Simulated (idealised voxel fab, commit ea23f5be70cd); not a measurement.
The document below concerns the process module designated voxel spacer lines.
The cross-section shown here is cut; it is 290 nm wide and divided into square cells measuring 5 nm on a side.
In this document a cross-section is written as a grid of square cells. It is given as a series of bands, listed from the top down, and a band is one or more rows of cells.
Per band: top height and bottom height in nm, followed by the left-to-right materials and their widths in nm; "full width" marks a single material spanning edge to edge, "air" marks empty space.
Height 0 is the level under which the wafer as received is all one material. The lowest band goes on downwards, as in "top 0, no bottom".
Width "30..40": first value at the band's top row of cells, second value at its bottom row, equal change from row to row.
The cross-section has no changed cell in any step marked "no modifications".
The entry "Unvented voids" lists the empty spaces that cover at least 8 cells and have no open path to the top. Each is written as width x height at distance, where the distance is measured from the left edge and all three values are in nm.
On each step's line, the part that comes after the settings is the simulator's own comment on the step.
"overlay nm", when on a step's line for a step with a mask, measures how far to the right of its planned place the mask lay; a negative measure means to the left.
THE PROCESS STEPS THAT WERE PLANNED ARE LISTED BELOW
1,RECEIVE,material Si
2,CONFORMAL_DEP,material Al2O3,thk nm 10
3,DIRECTIONAL_DEP,material polySi,thk nm 20
4,DIRECTIONAL_DEP,material aC,thk nm 20
5,PATTERN,tone cover,mask id MANDREL,material resist,width nm 20,pitch nm 70,thk nm 30,overlay nm 0
6,DIRECTIONAL_ETCH,etch materials aC,depth nm 20
7,STRIP,etch materials resist
8,CONFORMAL_DEP,material SiN,thk nm 15
9,DIRECTIONAL_ETCH,etch materials SiN,depth nm 15
10,STRIP,etch materials aC
11,DIRECTIONAL_ETCH,etch materials polySi,depth nm 20
12,STRIP,etch materials SiN
13,FILL_DEP,material lowk,thk nm 5
14,CMP,height nm 30
SO, THE FIRST OF OUR TWO WAFERS, RUN JUST AS WE PLANNED IT
INCOMING WAFER IN CROSS-SECTION (STATE: AFTER STEP 1)
    top 0, no bottom  Si full width
    Unvented voids: none
PRESENTED HERE IS A CROSS-SECTION OF THE WAFER AFTER STEP 2 HAS BEEN PERFORMED
    top 10, bottom 0  Al2O3 full width
    No changes below 0.
PRESENTED HERE IS A CROSS-SECTION OF THE WAFER AFTER STEP 3 HAS BEEN PERFORMED
    top 30, bottom 10  polySi full width
    No changes below 10.
PRESENTED HERE IS A CROSS-SECTION OF THE WAFER AFTER STEP 4 HAS BEEN PERFORMED
    top 50, bottom 30  aC full width
    No changes below 30.
PRESENTED HERE IS A CROSS-SECTION OF THE WAFER AFTER STEP 5 HAS BEEN PERFORMED
    top 80, bottom 50  air 100 nm | resist 20 nm | air 50 nm | resist 20 nm | air 100 nm
    No changes below 50.
PRESENTED HERE IS A CROSS-SECTION OF THE WAFER AFTER STEP 6 HAS BEEN PERFORMED
    top 60, bottom 50  air 100 nm | resist 20 nm | air 50 nm | resist 20 nm | air 100 nm
    top 50, bottom 30  air 100 nm | aC 20 nm | air 50 nm | aC 20 nm | air 100 nm
    No changes below 30.
PRESENTED HERE IS A CROSS-SECTION OF THE WAFER AFTER STEP 7 HAS BEEN PERFORMED
    top 50, bottom 30  air 100 nm | aC 20 nm | air 50 nm | aC 20 nm | air 100 nm
    No changes below 30.
PRESENTED HERE IS A CROSS-SECTION OF THE WAFER AFTER STEP 8 HAS BEEN PERFORMED
    top 65, bottom 50  air 85 nm | SiN 50 nm | air 20 nm | SiN 50 nm | air 85 nm
    top 50, bottom 45  air 85 nm | SiN 15 nm | aC 20 nm | SiN 15 nm | air 20 nm | SiN 15 nm | aC 20 nm | SiN 15 nm | air 85 nm
    top 45, bottom 30  SiN 100 nm | aC 20 nm | SiN 50 nm | aC 20 nm | SiN 100 nm
    No changes below 30.
PRESENTED HERE IS A CROSS-SECTION OF THE WAFER AFTER STEP 9 HAS BEEN PERFORMED
    top 50, bottom 30  air 85 nm | SiN 15 nm | aC 20 nm | SiN 15 nm | air 20 nm | SiN 15 nm | aC 20 nm | SiN 15 nm | air 85 nm
    No changes below 30.
PRESENTED HERE IS A CROSS-SECTION OF THE WAFER AFTER STEP 10 HAS BEEN PERFORMED
    top 50, bottom 30  air 85 nm | SiN 15 nm | air 20 nm | SiN 15 nm | air 20 nm | SiN 15 nm | air 20 nm | SiN 15 nm | air 85 nm
    No changes below 30.
PRESENTED HERE IS A CROSS-SECTION OF THE WAFER AFTER STEP 11 HAS BEEN PERFORMED
    top 50, bottom 30  air 85 nm | SiN 15 nm | air 20 nm | SiN 15 nm | air 20 nm | SiN 15 nm | air 20 nm | SiN 15 nm | air 85 nm
    top 30, bottom 10  air 85 nm | polySi 15 nm | air 20 nm | polySi 15 nm | air 20 nm | polySi 15 nm | air 20 nm | polySi 15 nm | air 85 nm
    No changes below 10.
PRESENTED HERE IS A CROSS-SECTION OF THE WAFER AFTER STEP 12 HAS BEEN PERFORMED
    top 30, bottom 10  air 85 nm | polySi 15 nm | air 20 nm | polySi 15 nm | air 20 nm | polySi 15 nm | air 20 nm | polySi 15 nm | air 85 nm
    No changes below 10.
PRESENTED HERE IS A CROSS-SECTION OF THE WAFER AFTER STEP 13 HAS BEEN PERFORMED
    top 35, bottom 30  lowk full width
    top 30, bottom 10  lowk 85 nm | polySi 15 nm | lowk 20 nm | polySi 15 nm | lowk 20 nm | polySi 15 nm | lowk 20 nm | polySi 15 nm | lowk 85 nm
    No changes below 10.
PRESENTED HERE IS A CROSS-SECTION OF THE WAFER AFTER STEP 14 HAS BEEN PERFORMED
    top 30, bottom 10  lowk 85 nm | polySi 15 nm | lowk 20 nm | polySi 15 nm | lowk 20 nm | polySi 15 nm | lowk 20 nm | polySi 15 nm | lowk 85 nm
    No changes below 10.
NOTES, SECOND WAFER: START = FIRST WAFER'S, PLAN = FIRST WAFER'S, EXECUTION HAD ONE MISTAKE; HISTORY IDENTICAL TO FIRST THROUGH STEP 1
AT THE PLANNED END OF STEP 2, THE SECOND WAFER IN CROSS-SECTION
    top 20, bottom 0  polySi full width
    No changes below 0.
AT THE PLANNED END OF STEP 3, THE SECOND WAFER IN CROSS-SECTION
    top 30, bottom 20  Al2O3 full width
    No changes below 20.
AT THE PLANNED END OF STEP 4, THE SECOND WAFER IN CROSS-SECTION
    top 50, bottom 30  aC full width
    No changes below 30.
AT THE PLANNED END OF STEP 5, THE SECOND WAFER IN CROSS-SECTION
    top 80, bottom 50  air 100 nm | resist 20 nm | air 50 nm | resist 20 nm | air 100 nm
    No changes below 50.
AT THE PLANNED END OF STEP 6, THE SECOND WAFER IN CROSS-SECTION
    top 60, bottom 50  air 100 nm | resist 20 nm | air 50 nm | resist 20 nm | air 100 nm
    top 50, bottom 30  air 100 nm | aC 20 nm | air 50 nm | aC 20 nm | air 100 nm
    No changes below 30.
AT THE PLANNED END OF STEP 7, THE SECOND WAFER IN CROSS-SECTION
    top 50, bottom 30  air 100 nm | aC 20 nm | air 50 nm | aC 20 nm | air 100 nm
    No changes below 30.
AT THE PLANNED END OF STEP 8, THE SECOND WAFER IN CROSS-SECTION
    top 65, bottom 50  air 85 nm | SiN 50 nm | air 20 nm | SiN 50 nm | air 85 nm
    top 50, bottom 45  air 85 nm | SiN 15 nm | aC 20 nm | SiN 15 nm | air 20 nm | SiN 15 nm | aC 20 nm | SiN 15 nm | air 85 nm
    top 45, bottom 30  SiN 100 nm | aC 20 nm | SiN 50 nm | aC 20 nm | SiN 100 nm
    No changes below 30.
AT THE PLANNED END OF STEP 9, THE SECOND WAFER IN CROSS-SECTION
    top 50, bottom 30  air 85 nm | SiN 15 nm | aC 20 nm | SiN 15 nm | air 20 nm | SiN 15 nm | aC 20 nm | SiN 15 nm | air 85 nm
    No changes below 30.
AT THE PLANNED END OF STEP 10, THE SECOND WAFER IN CROSS-SECTION
    top 50, bottom 30  air 85 nm | SiN 15 nm | air 20 nm | SiN 15 nm | air 20 nm | SiN 15 nm | air 20 nm | SiN 15 nm | air 85 nm
    No changes below 30.
At the planned end of step 11, the second wafer in cross-section: no modifications
AT THE PLANNED END OF STEP 12, THE SECOND WAFER IN CROSS-SECTION
    top 30, bottom 20  Al2O3 full width
    No changes below 20.
AT THE PLANNED END OF STEP 13, THE SECOND WAFER IN CROSS-SECTION
    top 35, bottom 30  lowk full width
    No changes below 30.
AT THE PLANNED END OF STEP 14, THE SECOND WAFER IN CROSS-SECTION
    top 30, bottom 20  Al2O3 full width
    No changes below 20.
what went wrong: it was found that steps 2 and 3 of the process plan had been performed in exchanged positions
Wrapping up, a cell-based count of both wafers puts the second over or under the first for these materials: -184 lowk | +184 polySi
